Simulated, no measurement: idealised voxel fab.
Process module in this document: voxel capacitor over wiring
Xsec cut, 295 nm wide, square cell size 5 nm.
This document writes a cross-section as a grid whose cells are square, and gives it as bands, listed from the top down; one or more rows of cells form a band. Each band's line starts with the height of the band's top and of its bottom, in nm. Then come its materials from left to right, each with its width in nm. One material with "all across" fills the band from edge to edge. "empty" is empty space. All heights in this document are referenced to 0, defined as the level beneath which the wafer, as received, consists entirely of one material. The lowest band is not bounded below; it extends indefinitely downward and is written in the form "z 0 and below". You'd read "30->40" like this: the band's top row of cells is as wide as the first number, its bottom row is as wide as the second, and going down, every row changes width by the same amount as the row before did. The designation "no alteration", where it is given for a processing step, indicates that no cell of the cross-section was altered in the course of that step. Look at "Trapped voids" for the closed voids: empty spaces with no open path to the top, sized 8 cells or up. Each is width x height at distance, distance from the left edge, all nm. Whatever follows a step's settings on its line is a remark the simulator itself makes about that step. The line of a step may include "overlay nm". On a step with a mask, this value is how far to the right of its planned place the mask lay. A negative value means the mask lay to the left.
### The planned process steps are enumerated hereunder
1) RECEIVE with material Si
2) CONFORMAL_DEP with material SiO2, thk nm 15
3) CONFORMAL_DEP with material SiCN, thk nm 5
4) DIRECTIONAL_DEP with material lowk, thk nm 15
5) DIRECTIONAL_DEP with material aC, thk nm 10
6) PATTERN with tone open, mask id METAL_1, material resist, width nm 20, pitch nm 85, thk nm 30, overlay nm 0
7) DIRECTIONAL_ETCH with etch materials aC, depth nm 10
8) STRIP with etch materials resist
9) DIRECTIONAL_ETCH with etch materials lowk, depth nm 15
10) DIRECTIONAL_ETCH with etch materials SiCN, depth nm 5
11) STRIP with etch materials aC
12) CONFORMAL_DEP with material TiN, thk nm 5
13) FILL_DEP with material Cu, thk nm 10
14) CMP with height nm 35
15) CONFORMAL_DEP with material SiCN, thk nm 5
16) DIRECTIONAL_DEP with material SiO2, thk nm 20
17) PATTERN with tone open, mask id PLUG_1, material resist, width nm 15, thk nm 20, overlay nm 0
18) DIRECTIONAL_ETCH with etch materials SiO2, depth nm 20
19) DIRECTIONAL_ETCH with etch materials SiCN, depth nm 5
20) STRIP with etch materials resist
21) EPI with material Ru, thk nm 10
22) EPI with material Ru, thk nm 10
23) EPI with material Ru, thk nm 5
24) DIRECTIONAL_DEP with material TiN, thk nm 5
25) DIRECTIONAL_DEP with material HfO2, thk nm 5
26) DIRECTIONAL_DEP with material TiN, thk nm 5
27) DIRECTIONAL_DEP with material aC, thk nm 15
28) PATTERN with tone cover, mask id UPPER_PLATE, material resist, width nm 70, thk nm 35, overlay nm 0
29) DIRECTIONAL_ETCH with etch materials aC, depth nm 15
30) STRIP with etch materials resist
31) DIRECTIONAL_ETCH with etch materials TiN, depth nm 5
32) DIRECTIONAL_ETCH with etch materials HfO2, depth nm 5
33) STRIP with etch materials aC
34) DIRECTIONAL_DEP with material aC, thk nm 15
35) PATTERN with tone cover, mask id LOWER_PLATE, material resist, width nm 80, thk nm 35, overlay nm 0
36) DIRECTIONAL_ETCH with etch materials aC, depth nm 15
37) STRIP with etch materials resist
38) DIRECTIONAL_ETCH with etch materials TiN, depth nm 5
39) STRIP with etch materials aC
40) FILL_DEP with material SiO2, thk nm 20
41) CMP with height nm 90
42) DIRECTIONAL_DEP with material aC, thk nm 15
43) PATTERN with tone open, mask id PLUG_2, material resist, width nm 15, thk nm 35, overlay nm 0
44) DIRECTIONAL_ETCH with etch materials aC, depth nm 15
45) STRIP with etch materials resist
46) DIRECTIONAL_ETCH with etch materials SiO2, depth nm 15
47) STRIP with etch materials aC
48) CONFORMAL_DEP with material TiN, thk nm 5
49) FILL_DEP with material Cu, thk nm 10
50) CMP with height nm 90
51) CONFORMAL_DEP with material SiCN, thk nm 5
### As-received state of the wafer in cross-section, equivalent to post-step 1
  z 0 and below = Si all across
  Trapped voids: none
### The following cross-section depicts the wafer upon conclusion of the module. Processing commenced from the starting condition illustrated above and adhered to the plan illustrated above, save for one mistake in execution
  z 95 to 90 = SiCN all across
  z 90 to 80 = SiO2=110 / TiN=5 / Cu=5 / TiN=5 / SiO2=170
  z 80 to 70 = SiO2=110->100 / TiN=15->70 / SiO2=170->125
  z 70 to 65 = SiO2=100 / HfO2=70 / SiO2=125
  z 65 to 60 = SiO2=100 / TiN=70 / SiO2=125
  z 60 to 40 = SiO2=100 / Ru=15 / SiO2=180
  z 40 to 35 = SiCN=100 / Ru=15 / SiCN=180
  z 35 to 20 = lowk=95 / TiN=5 / Cu=10 / TiN=5 / lowk=65 / TiN=5 / Cu=10 / TiN=5 / lowk=95
  z 20 to 15 = SiCN=95 / TiN=20 / SiCN=65 / TiN=20 / SiCN=95
  z 15 to 0 = SiO2 all across
  z 0 and below = Si all across
  Trapped voids: none
Error vs. plan: rather than as planned, step 35 actually ran as PATTERN with tone cover, mask id LOWER_PLATE, material resist, width nm 70, thk nm 35, overlay nm 0
